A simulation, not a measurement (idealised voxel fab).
Process module heading - voxel lift off
220 nm wide, 5 nm square cells: that's cross-section cut.
Reading order for cross-sections: top band down to bottom band. Underlying form: a grid of square cells. Band size: one or more rows of cells.
Read a band's entry like this: the first values are the height of its top and the height of its bottom in nm, and what follows is the sequence of materials from left to right, each with its width in nm. Note that "blank" is empty space, and that a single material marked "all across" reaches across the band from edge to edge.
Height reference: 0 = level under which incoming wafer is all one material. Lowest band: no bottom, runs on downward, e.g. "0..down".
Per-row width for "30->40": begins at first number (top row of band), ends at second number (bottom row), increment between rows held constant.
"all unchanged" means the step left every cell of the cross-section as it was.
The list in "Unvented cavities" covers empty spaces of 8 cells or more that cannot reach the top through any open way, and it gives each as width x height at distance; the distance is from the left edge, and width, height and distance are in nm.
That trailing text on a step's line, after the settings, is the simulator's own remark on the step.
Among the settings permitted on a step's line is "overlay nm"; applied to a step with a mask, it specifies the extent to which the mask lay to the right of its planned position, whereas a negative figure signifies a position to the left.
# Planned process steps
- 1: RECEIVE | material Si
- 2: CONFORMAL_DEP | material SiO2 | thk nm 15
- 3: PATTERN | tone open | mask id LINES | material resist | width nm 15 | pitch nm 40 | thk nm 25 | overlay nm 0
- 4: DIRECTIONAL_DEP | material Ru | thk nm 10
- 5: STRIP | etch materials resist
- 6: CONFORMAL_DEP | material SiCN | thk nm 10
# Incoming wafer in cross-section (state: after step 1)
    0..down = Si all across
    Unvented cavities: none
# Looking at the first of two wafers in cross-section at end of module - ran to plan
    35..25 = blank 50 nm, SiCN 35 nm, blank 5 nm, SiCN 35 nm, blank 5 nm, SiCN 35 nm, blank 55 nm
    25..15 = SiCN 60 nm, Ru 15 nm, SiCN 25 nm, Ru 15 nm, SiCN 25 nm, Ru 15 nm, SiCN 65 nm
    15..0 = SiO2 all across
    0..down = Si all across
    Unvented cavities: none
# second wafer at the end: like start, like plan, one mistake
    40..30 = blank 50 nm, SiCN 35 nm, blank 5 nm, SiCN 35 nm, blank 5 nm, SiCN 35 nm, blank 55 nm
    30..20 = SiCN 60 nm, Ru 15 nm, SiCN 25 nm, Ru 15 nm, SiCN 25 nm, Ru 15 nm, SiCN 65 nm
    20..0 = SiO2 all across
    0..down = Si all across
    Unvented cavities: none
Want to know what went wrong? heads up, step 2 didn't go per plan, it actually ran as CONFORMAL_DEP | material SiO2 | thk nm 20
The second wafer ends with more or fewer cells of some materials than the first, per final count: SiO2: 44 more
